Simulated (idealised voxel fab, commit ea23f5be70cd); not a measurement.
voxel transistor to metal: a process module
The width of the displayed cross-section, cut, is 280 nm; its cells are square, with a size of 5 nm.
A cross-section is written here as square cells arranged in a grid, and it is given in bands from the top down, each band taking up one or more rows of cells.
The band entry comprises the height of the band's top followed by the height of its bottom, expressed in nm, and subsequently the band's materials from left to right, each stated together with its width in nm. Where a single material is marked with the word "all across", that material fills the band from edge to edge. The word "empty" represents empty space.
The level at which height equals 0 is the one under which the wafer, as it arrives, is entirely one material. No lower edge exists for the bottom band, which continues downward and is notated as in "0 down".
The width entry "30 to 40" should be interpreted row by row: the top row of cells in the band takes the first number, the bottom row takes the second number, and the change between adjacent rows is uniform throughout.
Basically "everything unchanged" means that step didn't change any cell in the cross-section.
Closed empty spaces (no open way to the top) of 8 cells or more are what "Enclosed void inventory" lists, each as width x height at distance from the left edge, nm for all three.
Formally, on a step line, whatever follows the settings is a remark that the simulator itself makes on the step.
You can add "overlay nm" to a step's line. For a step with a mask, it describes how far the mask lay to the right of its planned position, and a negative number describes a lay to the left.

Set out below are the planned steps of the process
1: RECEIVE,material Si
2: OXIDIZE,depth nm 5
3: CONFORMAL_DEP,material SiN,thk nm 10
4: PATTERN,tone cover,mask id ACTIVE,material resist,width nm 105,pitch nm 125,thk nm 15,overlay nm 0
5: DIRECTIONAL_ETCH,etch materials SiN,depth nm 10
6: DIRECTIONAL_ETCH,etch materials SiO2,depth nm 5
7: DIRECTIONAL_ETCH,etch materials Si,depth nm 30
8: STRIP,etch materials resist
9: OXIDIZE,depth nm 5
10: FILL_DEP,material SiO2,thk nm 15
11: CMP,height nm 10
12: SELECTIVE_ETCH,etch materials SiO2,depth nm 5
13: STRIP,etch materials SiN
14: SELECTIVE_ETCH,etch materials SiO2,depth nm 5
15: OXIDIZE,depth nm 5
16: DIRECTIONAL_DEP,material polySi,thk nm 20
17: DIRECTIONAL_DEP,material SiCN,thk nm 15
18: DIRECTIONAL_DEP,material aC,thk nm 15
19: PATTERN,tone cover,mask id GATE,material resist,width nm 15,pitch nm 125,thk nm 30,overlay nm 0
20: DIRECTIONAL_ETCH,etch materials aC,depth nm 15
21: STRIP,etch materials resist
22: DIRECTIONAL_ETCH,etch materials SiCN,depth nm 25
23: DIRECTIONAL_ETCH,etch materials polySi,depth nm 30
24: STRIP,etch materials aC
25: CONFORMAL_DEP,material SiO2,thk nm 5
26: DIRECTIONAL_ETCH,etch materials SiO2,depth nm 5
27: CONFORMAL_DEP,material SiN,thk nm 5
28: DIRECTIONAL_ETCH,etch materials SiN,depth nm 5
29: DIRECTIONAL_ETCH,etch materials SiO2,depth nm 5
30: DIRECTIONAL_ETCH,etch materials Si,depth nm 10
31: EPI,material pSi,thk nm 15
32: FILL_DEP,material SiO2,thk nm 5
33: CMP,height nm 30
34: DIRECTIONAL_DEP,material SiO2,thk nm 10
35: MASKED_ETCH,tone open,mask id CONTACT,width nm 35,etch materials SiO2,depth nm 45,overlay nm 0
36: CONFORMAL_DEP,material TiN,thk nm 5
37: FILL_DEP,material Ru,thk nm 10
38: CMP,height nm 40
39: DIRECTIONAL_DEP,material TiN,thk nm 5
40: DIRECTIONAL_DEP,material W,thk nm 20
41: MASKED_ETCH,tone cover,mask id METAL_1,width nm 20,etch materials W,depth nm 20,overlay nm 0
42: MASKED_ETCH,tone cover,mask id METAL_1,width nm 20,etch materials TiN,depth nm 5,overlay nm -15
43: FILL_DEP,material lowk,thk nm 5
44: CMP,height nm 65
45: CONFORMAL_DEP,material SiN,thk nm 5
Every wafer here starts from the same state; it is the step 42 overlay nm that distinguishes them, and the value the plan gives belongs to the first wafer.

As received, i.e. after step 1: cross-section through the first of several wafers
> 0 down | Si all across
> Enclosed void inventory: none

First of several wafers: cross-section at the end of the module, after step 45, its last step
> 70 to 65 | SiN all across
> 65 to 45 | 30 nm lowk / 20 nm W / 55 nm lowk / 20 nm W / 30 nm lowk / 20 nm W / 55 nm lowk / 20 nm W / 30 nm lowk
> 45 to 40 | 15 nm lowk / 35 nm TiN / 40 nm lowk / 35 nm TiN / 15 nm lowk / 35 nm TiN / 40 nm lowk / 35 nm TiN / 30 nm lowk
> 40 to 30 | 30 nm SiO2 / 5 nm TiN / 25 to 20 nm Ru / 5 to 10 nm TiN / 25 nm SiO2 / 5 to 10 nm TiN / 25 to 20 nm Ru / 5 nm TiN / 30 nm SiO2 / 5 nm TiN / 25 to 20 nm Ru / 5 to 10 nm TiN / 25 nm SiO2 / 5 to 10 nm TiN / 25 to 20 nm Ru / 5 nm TiN / 30 nm SiO2
> 30 to 15 | 30 nm SiO2 / 5 nm TiN / 20 nm Ru / 5 nm TiN / 5 nm SiN / 5 nm SiO2 / 15 nm SiCN / 5 nm SiO2 / 5 nm SiN / 5 nm TiN / 20 nm Ru / 5 nm TiN / 30 nm SiO2 / 5 nm TiN / 20 nm Ru / 5 nm TiN / 5 nm SiN / 5 nm SiO2 / 15 nm SiCN / 5 nm SiO2 / 5 nm SiN / 5 nm TiN / 20 nm Ru / 5 nm TiN / 30 nm SiO2
> 15 to 5 | 30 nm SiO2 / 5 nm TiN / 20 to 5 nm Ru / 5 to 20 nm TiN / 5 nm SiN / 5 nm SiO2 / 15 nm polySi / 5 nm SiO2 / 5 nm SiN / 5 to 20 nm TiN / 20 to 5 nm Ru / 5 nm TiN / 30 nm SiO2 / 5 nm TiN / 20 to 5 nm Ru / 5 to 20 nm TiN / 5 nm SiN / 5 nm SiO2 / 15 nm polySi / 5 nm SiO2 / 5 nm SiN / 5 to 20 nm TiN / 20 to 5 nm Ru / 5 nm TiN / 30 nm SiO2
> 5 to 0 | 30 nm SiO2 / 5 nm TiN / 5 nm Ru / 5 nm TiN / 15 nm pSi / 5 nm SiN / 5 nm SiO2 / 15 nm polySi / 5 nm SiO2 / 5 nm SiN / 15 nm pSi / 5 nm TiN / 5 nm Ru / 5 nm TiN / 30 nm SiO2 / 5 nm TiN / 5 nm Ru / 5 nm TiN / 15 nm pSi / 5 nm SiN / 5 nm SiO2 / 15 nm polySi / 5 nm SiO2 / 5 nm SiN / 15 nm pSi / 5 nm TiN / 5 nm Ru / 5 nm TiN / 30 nm SiO2
> 0 to -5 | 25 nm SiO2 / 5 nm SiN / 15 nm TiN / 15 nm pSi / 5 nm SiN / 5 nm SiO2 / 15 nm polySi / 5 nm SiO2 / 5 nm SiN / 15 nm pSi / 15 nm TiN / 5 nm SiN / 20 nm SiO2 / 5 nm SiN / 15 nm TiN / 15 nm pSi / 5 nm SiN / 5 nm SiO2 / 15 nm polySi / 5 nm SiO2 / 5 nm SiN / 15 nm pSi / 15 nm TiN / 5 nm SiN / 25 nm SiO2
> -5 to -10 | 30 nm SiO2 / 30 nm pSi / 35 nm SiO2 / 30 nm pSi / 30 nm SiO2 / 30 nm pSi / 35 nm SiO2 / 30 nm pSi / 30 nm SiO2
> -10 to -20 | 30 nm SiO2 / 30 nm pSi / 35 nm Si / 30 nm pSi / 30 nm SiO2 / 30 nm pSi / 35 nm Si / 30 nm pSi / 30 nm SiO2
> -20 to -40 | 30 nm SiO2 / 95 nm Si / 30 nm SiO2 / 95 nm Si / 30 nm SiO2
> -40 down | Si all across
> Enclosed void inventory: none

Final wafer of several, shown in cross-section at the end of the module
> 70 to 65 | SiN all across
> 65 to 45 | 30 nm lowk / 20 nm W / 55 nm lowk / 20 nm W / 30 nm lowk / 20 nm W / 55 nm lowk / 20 nm W / 30 nm lowk
> 45 to 40 | 30 nm lowk / 35 nm TiN / 40 nm lowk / 35 nm TiN / 15 nm lowk / 35 nm TiN / 40 nm lowk / 35 nm TiN / 15 nm lowk
> 40 to 30 | 30 nm SiO2 / 5 nm TiN / 25 to 20 nm Ru / 5 to 10 nm TiN / 25 nm SiO2 / 5 to 10 nm TiN / 25 to 20 nm Ru / 5 nm TiN / 30 nm SiO2 / 5 nm TiN / 25 to 20 nm Ru / 5 to 10 nm TiN / 25 nm SiO2 / 5 to 10 nm TiN / 25 to 20 nm Ru / 5 nm TiN / 30 nm SiO2
> 30 to 15 | 30 nm SiO2 / 5 nm TiN / 20 nm Ru / 5 nm TiN / 5 nm SiN / 5 nm SiO2 / 15 nm SiCN / 5 nm SiO2 / 5 nm SiN / 5 nm TiN / 20 nm Ru / 5 nm TiN / 30 nm SiO2 / 5 nm TiN / 20 nm Ru / 5 nm TiN / 5 nm SiN / 5 nm SiO2 / 15 nm SiCN / 5 nm SiO2 / 5 nm SiN / 5 nm TiN / 20 nm Ru / 5 nm TiN / 30 nm SiO2
> 15 to 5 | 30 nm SiO2 / 5 nm TiN / 20 to 5 nm Ru / 5 to 20 nm TiN / 5 nm SiN / 5 nm SiO2 / 15 nm polySi / 5 nm SiO2 / 5 nm SiN / 5 to 20 nm TiN / 20 to 5 nm Ru / 5 nm TiN / 30 nm SiO2 / 5 nm TiN / 20 to 5 nm Ru / 5 to 20 nm TiN / 5 nm SiN / 5 nm SiO2 / 15 nm polySi / 5 nm SiO2 / 5 nm SiN / 5 to 20 nm TiN / 20 to 5 nm Ru / 5 nm TiN / 30 nm SiO2
> 5 to 0 | 30 nm SiO2 / 5 nm TiN / 5 nm Ru / 5 nm TiN / 15 nm pSi / 5 nm SiN / 5 nm SiO2 / 15 nm polySi / 5 nm SiO2 / 5 nm SiN / 15 nm pSi / 5 nm TiN / 5 nm Ru / 5 nm TiN / 30 nm SiO2 / 5 nm TiN / 5 nm Ru / 5 nm TiN / 15 nm pSi / 5 nm SiN / 5 nm SiO2 / 15 nm polySi / 5 nm SiO2 / 5 nm SiN / 15 nm pSi / 5 nm TiN / 5 nm Ru / 5 nm TiN / 30 nm SiO2
> 0 to -5 | 25 nm SiO2 / 5 nm SiN / 15 nm TiN / 15 nm pSi / 5 nm SiN / 5 nm SiO2 / 15 nm polySi / 5 nm SiO2 / 5 nm SiN / 15 nm pSi / 15 nm TiN / 5 nm SiN / 20 nm SiO2 / 5 nm SiN / 15 nm TiN / 15 nm pSi / 5 nm SiN / 5 nm SiO2 / 15 nm polySi / 5 nm SiO2 / 5 nm SiN / 15 nm pSi / 15 nm TiN / 5 nm SiN / 25 nm SiO2
> -5 to -10 | 30 nm SiO2 / 30 nm pSi / 35 nm SiO2 / 30 nm pSi / 30 nm SiO2 / 30 nm pSi / 35 nm SiO2 / 30 nm pSi / 30 nm SiO2
> -10 to -20 | 30 nm SiO2 / 30 nm pSi / 35 nm Si / 30 nm pSi / 30 nm SiO2 / 30 nm pSi / 35 nm Si / 30 nm pSi / 30 nm SiO2
> -20 to -40 | 30 nm SiO2 / 95 nm Si / 30 nm SiO2 / 95 nm Si / 30 nm SiO2
> -40 down | Si all across
> Enclosed void inventory: none

wafer rows; end of module; cells per material since receipt: (+) gained, (-) lost; then closed voids
overlay nm -15, +108 Ru, -268 Si, +18 SiCN, +88 SiN, +346 SiO2, +120 TiN, +64 W, +188 lowk, +96 pSi, +24 polySi, Enclosed void inventory: none
overlay nm -10, +108 Ru, -268 Si, +18 SiCN, +88 SiN, +346 SiO2, +116 TiN, +64 W, +192 lowk, +96 pSi, +24 polySi, Enclosed void inventory: none
overlay nm -5, +108 Ru, -268 Si, +18 SiCN, +88 SiN, +346 SiO2, +112 TiN, +64 W, +196 lowk, +96 pSi, +24 polySi, Enclosed void inventory: none
overlay nm 0, +108 Ru, -268 Si, +18 SiCN, +88 SiN, +346 SiO2, +108 TiN, +64 W, +200 lowk, +96 pSi, +24 polySi, Enclosed void inventory: none
overlay nm 5, +108 Ru, -268 Si, +18 SiCN, +88 SiN, +346 SiO2, +112 TiN, +64 W, +196 lowk, +96 pSi, +24 polySi, Enclosed void inventory: none
overlay nm 10, +108 Ru, -268 Si, +18 SiCN, +88 SiN, +346 SiO2, +116 TiN, +64 W, +192 lowk, +96 pSi, +24 polySi, Enclosed void inventory: none
overlay nm 15, +108 Ru, -268 Si, +18 SiCN, +88 SiN, +346 SiO2, +120 TiN, +64 W, +188 lowk, +96 pSi, +24 polySi, Enclosed void inventory: none
